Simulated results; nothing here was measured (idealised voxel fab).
Presented below is a process module, voxel double patterning.
Each square cell in cross-section cut measures 5 nm, and the section as a whole is 170 nm wide.
Cross-section spec: square-cell grid; bands listed top down; each band is one or more rows.
Band entry format. Leading values: height of top, height of bottom, nm. Remainder: materials in left-to-right order, each with its width in nm. Special words: "throughout" on a single material, which then fills the band edge to edge; "empty", empty space.
A quick word on heights: they are counted from 0, and under that level the wafer as it came to us is one material throughout. The lowest band is different from the rest in having no bottom; it simply continues downward, written as in "0 -> down".
The width entry "30..40" should be interpreted row by row: the top row of cells in the band takes the first number, the bottom row takes the second number, and the change between adjacent rows is uniform throughout.
For the purposes of this document, the phrase "no alterations made" attached to a step denotes that no cell within the cross-section was modified by that step.
"Unvented internal voids" enumerates empty spaces isolated from the top, with no open way to it, that contain at least 8 cells, giving each as width x height at distance from the left edge, all three in nm.
Heads up: the bit after the settings on a step's line is the simulator's remark on that step.
If you see "overlay nm" on a step's line and that step has a mask, it's telling you how far right of where it was planned the mask ended up; a negative number means it went left instead.
-- The steps planned for the process are as follows
1,RECEIVE,material Si
2,CONFORMAL_DEP,material SiN,thk nm 10
3,DIRECTIONAL_DEP,material SiO2,thk nm 10
4,DIRECTIONAL_DEP,material SiCN,thk nm 5
5,DIRECTIONAL_DEP,material aC,thk nm 15
6,PATTERN,tone open,mask id FIRST,material resist,width nm 15,pitch nm 50,thk nm 30,overlay nm 0
7,DIRECTIONAL_ETCH,etch materials aC,depth nm 15
8,STRIP,etch materials resist
9,DIRECTIONAL_ETCH,etch materials SiCN,depth nm 5
10,STRIP,etch materials aC
11,DIRECTIONAL_DEP,material aC,thk nm 15
12,PATTERN,tone open,mask id SECOND,material resist,width nm 15,pitch nm 50,thk nm 30,overlay nm 0
13,DIRECTIONAL_ETCH,etch materials aC,depth nm 15
14,STRIP,etch materials resist
15,DIRECTIONAL_ETCH,etch materials SiCN,depth nm 5
16,STRIP,etch materials aC
17,DIRECTIONAL_ETCH,etch materials SiO2,depth nm 10
18,STRIP,etch materials SiCN
-- First of the two wafers, run per plan
-- Cross-section of the incoming wafer, state after step 1
* 0 -> down  Si throughout
* Unvented internal voids: none
-- The wafer, seen in cross-section, after step 2
* 10 -> 0  SiN throughout
* Unchanged below 0.
-- The wafer, seen in cross-section, after step 3
* 20 -> 10  SiO2 throughout
* Unchanged below 10.
-- The wafer, seen in cross-section, after step 4
* 25 -> 20  SiCN throughout
* Unchanged below 20.
-- The wafer, seen in cross-section, after step 5
* 40 -> 25  aC throughout
* Unchanged below 25.
-- The wafer, seen in cross-section, after step 6
* 70 -> 40  resist 25; empty 15; resist 35; empty 15; resist 35; empty 15; resist 30
* Unchanged below 40.
-- The wafer, seen in cross-section, after step 7
* 55 -> 40  resist 25; empty 15; resist 35; empty 15; resist 35; empty 15; resist 30
* 40 -> 25  aC 25; empty 15; aC 35; empty 15; aC 35; empty 15; aC 30
* Unchanged below 25.
-- The wafer, seen in cross-section, after step 8
* 40 -> 25  aC 25; empty 15; aC 35; empty 15; aC 35; empty 15; aC 30
* Unchanged below 25.
-- The wafer, seen in cross-section, after step 9
* 40 -> 25  aC 25; empty 15; aC 35; empty 15; aC 35; empty 15; aC 30
* 25 -> 20  SiCN 25; empty 15; SiCN 35; empty 15; SiCN 35; empty 15; SiCN 30
* Unchanged below 20.
-- The wafer, seen in cross-section, after step 10
* 25 -> 20  SiCN 25; empty 15; SiCN 35; empty 15; SiCN 35; empty 15; SiCN 30
* Unchanged below 20.
-- The wafer, seen in cross-section, after step 11
* 40 -> 35  aC 25; empty 15; aC 35; empty 15; aC 35; empty 15; aC 30
* 35 -> 25  aC throughout
* 25 -> 20  SiCN 25; aC 15; SiCN 35; aC 15; SiCN 35; aC 15; SiCN 30
* Unchanged below 20.
-- The wafer, seen in cross-section, after step 12
* 70 -> 40  resist 50; empty 15; resist 35; empty 15; resist 55
* 40 -> 35  aC 25; resist 15; aC 35; resist 15; aC 35; resist 15; aC 30
* Unchanged below 35.
-- The wafer, seen in cross-section, after step 13
* 55 -> 40  resist 50; empty 15; resist 35; empty 15; resist 55
* 40 -> 35  aC 25; resist 15; aC 10; empty 15; aC 10; resist 15; aC 10; empty 15; aC 10; resist 15; aC 30
* 35 -> 25  aC 50; empty 15; aC 35; empty 15; aC 55
* Unchanged below 25.
-- The wafer, seen in cross-section, after step 14
* 40 -> 35  aC 25; empty 15; aC 10; empty 15; aC 10; empty 15; aC 10; empty 15; aC 10; empty 15; aC 30
* Unchanged below 35.
-- The wafer, seen in cross-section, after step 15
* 40 -> 35  aC 25; empty 15; aC 10; empty 15; aC 10; empty 15; aC 10; empty 15; aC 10; empty 15; aC 30
* 35 -> 25  aC 50; empty 15; aC 35; empty 15; aC 55
* 25 -> 20  SiCN 25; aC 15; SiCN 10; empty 15; SiCN 10; aC 15; SiCN 10; empty 15; SiCN 10; aC 15; SiCN 30
* Unchanged below 20.
-- The wafer, seen in cross-section, after step 16
* 25 -> 20  SiCN 25; empty 15; SiCN 10; empty 15; SiCN 10; empty 15; SiCN 10; empty 15; SiCN 10; empty 15; SiCN 30
* Unchanged below 20.
-- The wafer, seen in cross-section, after step 17
* 25 -> 20  SiCN 25; empty 15; SiCN 10; empty 15; SiCN 10; empty 15; SiCN 10; empty 15; SiCN 10; empty 15; SiCN 30
* 20 -> 10  SiO2 25; empty 15; SiO2 10; empty 15; SiO2 10; empty 15; SiO2 10; empty 15; SiO2 10; empty 15; SiO2 30
* Unchanged below 10.
-- The wafer, seen in cross-section, after step 18
* 20 -> 10  SiO2 25; empty 15; SiO2 10; empty 15; SiO2 10; empty 15; SiO2 10; empty 15; SiO2 10; empty 15; SiO2 30
* Unchanged below 10.
-- Second wafer. Start and plan as for the first. One mistake made in running. Agrees with the first up to and including step 3
-- Second wafer: cross-section at the scheduled end of step 4
* 25 -> 20  SiN throughout
* Unchanged below 20.
-- Second wafer: cross-section at the scheduled end of step 5
* 40 -> 25  aC throughout
* Unchanged below 25.
-- Second wafer: cross-section at the scheduled end of step 6
* 70 -> 40  resist 25; empty 15; resist 35; empty 15; resist 35; empty 15; resist 30
* Unchanged below 40.
-- Second wafer: cross-section at the scheduled end of step 7
* 55 -> 40  resist 25; empty 15; resist 35; empty 15; resist 35; empty 15; resist 30
* 40 -> 25  aC 25; empty 15; aC 35; empty 15; aC 35; empty 15; aC 30
* Unchanged below 25.
-- Second wafer: cross-section at the scheduled end of step 8
* 40 -> 25  aC 25; empty 15; aC 35; empty 15; aC 35; empty 15; aC 30
* Unchanged below 25.
Second wafer: cross-section at the scheduled end of step 9: no alterations made
-- Second wafer: cross-section at the scheduled end of step 10
* 25 -> 20  SiN throughout
* Unchanged below 20.
-- Second wafer: cross-section at the scheduled end of step 11
* 40 -> 25  aC throughout
* Unchanged below 25.
-- Second wafer: cross-section at the scheduled end of step 12
* 70 -> 40  resist 50; empty 15; resist 35; empty 15; resist 55
* Unchanged below 40.
-- Second wafer: cross-section at the scheduled end of step 13
* 55 -> 40  resist 50; empty 15; resist 35; empty 15; resist 55
* 40 -> 25  aC 50; empty 15; aC 35; empty 15; aC 55
* Unchanged below 25.
-- Second wafer: cross-section at the scheduled end of step 14
* 40 -> 25  aC 50; empty 15; aC 35; empty 15; aC 55
* Unchanged below 25.
Second wafer: cross-section at the scheduled end of step 15: no alterations made
-- Second wafer: cross-section at the scheduled end of step 16
* 25 -> 20  SiN throughout
* Unchanged below 20.
Second wafer: cross-section at the scheduled end of step 17: no alterations made
Second wafer: cross-section at the scheduled end of step 18: no alterations made
What went wrong in running the wafer? step 4 did not use the planned setting and instead ran as DIRECTIONAL_DEP,material SiN,thk nm 5
at the end the second wafer has, in cells: +34 SiN; +30 SiO2
